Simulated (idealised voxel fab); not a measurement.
A process module follows: voxel plated lines.
Section shown: cut. Width: 265 nm. Cell size: 5 nm, square.
Cross-section format: a grid of square cells, given as bands from top to bottom; each band is one or more rows of cells. Heights first: top, then bottom, in nm. Then materials, left to right, each with a width in nm. "throughout" on a single material: fills the band edge to edge. "blank": empty space. Heights are reckoned from 0. Under this level, the received wafer is all of one material. The bottommost band is open-ended downward, for example "z 0 and below". Quick explanation for "30 to 40": the width changes in equal steps down the rows of cells, from the first number in the band's top row to the second number in its bottom row. "nothing altered" after a step means that no cell of the cross-section changed. For the entry "Enclosed void entries", the listed items are empty spaces with no open way to the top whose size is 8 cells or more; each item follows the pattern width x height at distance, where distance is from the left edge and all three are in nm. Heads up: the bit after the settings on a step's line is the simulator's remark on that step. Each step line may optionally specify "overlay nm", which for a step with a mask gives the rightward distance between the mask's planned place and where it lay, a negative value indicating the leftward direction.
-- Process steps - plan
| 1 | RECEIVE with material Si |
| 2 | CONFORMAL_DEP with material Al2O3, thk nm 10 |
| 3 | DIRECTIONAL_DEP with material TiN, thk nm 5 |
| 4 | PATTERN with tone open, mask id LINES, material resist, width nm 25, pitch nm 45, thk nm 20, overlay nm 0 |
| 5 | EPI with material Ru, thk nm 5 |
| 6 | STRIP with etch materials resist |
| 7 | DIRECTIONAL_ETCH with etch materials TiN, depth nm 5 |
| 8 | CONFORMAL_DEP with material SiCN, thk nm 10 |
-- As-received state of the wafer in cross-section, equivalent to post-step 1
	z 0 and below = Si throughout
	Enclosed void entries: none
-- Cross-section taken at module completion on the first of two wafers; processed per the plan
	z 30 to 20 = blank: 85, SiCN: 90, blank: 90
	z 20 to 15 = SiCN: 95, Ru: 25, SiCN: 20, Ru: 25, SiCN: 100
	z 15 to 10 = SiCN: 95, TiN: 25, SiCN: 20, TiN: 25, SiCN: 100
	z 10 to 0 = Al2O3 throughout
	z 0 and below = Si throughout
	Enclosed void entries: none
-- Second wafer of the two, sectioned at the end of the module. It began like the first and followed the same plan, but one mistake was made while running it
	z 30 to 20 = blank: 80, SiCN: 90, blank: 95
	z 20 to 15 = SiCN: 90, Ru: 25, SiCN: 20, Ru: 25, SiCN: 105
	z 15 to 10 = SiCN: 90, TiN: 25, SiCN: 20, TiN: 25, SiCN: 105
	z 10 to 0 = Al2O3 throughout
	z 0 and below = Si throughout
	Enclosed void entries: none
Run error: in deviation from the planned setting, step 4 was conducted as PATTERN with tone open, mask id LINES, material resist, width nm 25, pitch nm 45, thk nm 20, overlay nm -5
End check, second vs first wafer: material counts in cells match, positions do not.
